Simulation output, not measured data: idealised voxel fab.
process module | voxel self aligned contacts
cross-section cut | 225 nm wide | cells 5 nm
A cross-section is a grid of square cells, given in bands from the top down. A band is one or more rows of cells.
Each band's line starts with the height of the band's top and of its bottom, in nm. Then come its materials from left to right, each with its width in nm. One material with "throughout" fills the band from edge to edge. "air" is empty space.
Height 0 is the level under which the wafer as received is all one material. The lowest band goes on downwards, as in "0 down".
A width such as "30 to 40" changes by the same amount from each row of cells to the next, from the band's top row to its bottom row.
"no change" after a step means that no cell of the cross-section changed.
closed voids: empty space of 8 cells or more with no open way to the top, each as width x height at its distance from the left edge, in nm
after a step's settings: what the simulator itself notes on the step
overlay nm, on a step with a mask: how far to the right of its planned place the mask lay; to the left if negative
plan
1 op RECEIVE | material Si
2 op OXIDIZE | depth nm 5
3 op DIRECTIONAL_DEP | material polySi | thk nm 20
4 op DIRECTIONAL_DEP | material SiN | thk nm 20
5 op DIRECTIONAL_DEP | material aC | thk nm 10
6 op PATTERN | tone cover | mask id GATE | material resist | width nm 25 | pitch nm 50 | thk nm 30 | overlay nm 0
7 op DIRECTIONAL_ETCH | etch materials aC | depth nm 10
8 op STRIP | etch materials resist
9 op DIRECTIONAL_ETCH | etch materials SiN | depth nm 20
10 op DIRECTIONAL_ETCH | etch materials polySi | depth nm 20
11 op STRIP | etch materials aC
12 op CONFORMAL_DEP | material SiN | thk nm 5
13 op DIRECTIONAL_ETCH | etch materials SiN | depth nm 5
14 op FILL_DEP | material SiO2 | thk nm 15
15 op CMP | height nm 50
16 op PATTERN | tone open | mask id CONTACT | material resist | width nm 35 | pitch nm 50 | thk nm 20 | overlay nm 0
17 op DIRECTIONAL_ETCH | etch materials SiO2 | depth nm 55
18 op STRIP | etch materials resist
19 op CONFORMAL_DEP | material TiN | thk nm 5
20 op FILL_DEP | material Ru | thk nm 5
21 op CMP | height nm 50
22 op CONFORMAL_DEP | material SiCN | thk nm 5
as received, after step 1
  0 down: Si throughout
  closed voids: none
a wafer at the end: this start, this plan, one mistake
  55 to 50: SiCN throughout
  50 to 45: SiO2 70 | TiN 5 | Ru 25 | TiN 5 | SiO2 15 | TiN 5 | Ru 25 | TiN 5 | SiO2 70
  45 to 40: SiO2 70 | TiN 35 | SiO2 15 | TiN 35 | SiO2 70
  40 to 20: SiO2 45 | SiN 40 | TiN 10 | SiN 40 | TiN 10 | SiN 40 | SiO2 40
  20 to 0: SiO2 45 | SiN 5 | polySi 30 | SiN 5 | TiN 10 | SiN 5 | polySi 30 | SiN 5 | TiN 10 | SiN 5 | polySi 30 | SiN 5 | SiO2 40
  0 to -5: SiO2 85 | TiN 10 | SiO2 40 | TiN 10 | SiO2 80
  -5 down: Si throughout
  closed voids: none
what went wrong: step 6 ran as: op PATTERN | tone cover | mask id GATE | material resist | width nm 30 | pitch nm 50 | thk nm 30 | overlay nm 0
